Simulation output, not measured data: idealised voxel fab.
process module | voxel quadruple lines
cross-section cut | 295 nm wide | cells 5 nm
A cross-section is a grid of square cells, given in bands from the top down. A band is one or more rows of cells.
Each band's line starts with the height of the band's top and of its bottom, in nm. Then come its materials from left to right, each with its width in nm. One material with "throughout" fills the band from edge to edge. "air" is empty space.
Height 0 is the level under which the wafer as received is all one material. The lowest band goes on downwards, as in "0 down".
A width such as "30 to 40" changes by the same amount from each row of cells to the next, from the band's top row to its bottom row.
"no change" after a step means that no cell of the cross-section changed.
closed voids: empty space of 8 cells or more with no open way to the top, each as width x height at its distance from the left edge, in nm
after a step's settings: what the simulator itself notes on the step
overlay nm, on a step with a mask: how far to the right of its planned place the mask lay; to the left if negative
plan
1 op RECEIVE | material Si
2 op CONFORMAL_DEP | material Al2O3 | thk nm 5
3 op DIRECTIONAL_DEP | material TiN | thk nm 15
4 op DIRECTIONAL_DEP | material polySi | thk nm 20
5 op DIRECTIONAL_DEP | material aC | thk nm 20
6 op PATTERN | tone cover | mask id MANDREL | material resist | width nm 20 | thk nm 30 | overlay nm 0
7 op DIRECTIONAL_ETCH | etch materials aC | depth nm 20
8 op STRIP | etch materials resist
9 op CONFORMAL_DEP | material SiO2 | thk nm 10
10 op DIRECTIONAL_ETCH | etch materials SiO2 | depth nm 10
11 op STRIP | etch materials aC
12 op DIRECTIONAL_ETCH | etch materials polySi | depth nm 20
13 op STRIP | etch materials SiO2
14 op CONFORMAL_DEP | material SiCN | thk nm 5
15 op DIRECTIONAL_ETCH | etch materials SiCN | depth nm 5
16 op STRIP | etch materials polySi
17 op DIRECTIONAL_ETCH | etch materials TiN | depth nm 15
18 op STRIP | etch materials SiCN
as received, after step 1
  0 down: Si throughout
  closed voids: none
a wafer at the end: this start, this plan, one mistake
  20 to 10: air 120 | TiN 5 | air 10 | TiN 5 | air 10 | TiN 5 | air 10 | TiN 5 | air 125
  10 to 5: TiN throughout
  5 to 0: Al2O3 throughout
  0 down: Si throughout
  closed voids: none
what went wrong: step 17 ran as: op DIRECTIONAL_ETCH | etch materials TiN | depth nm 10
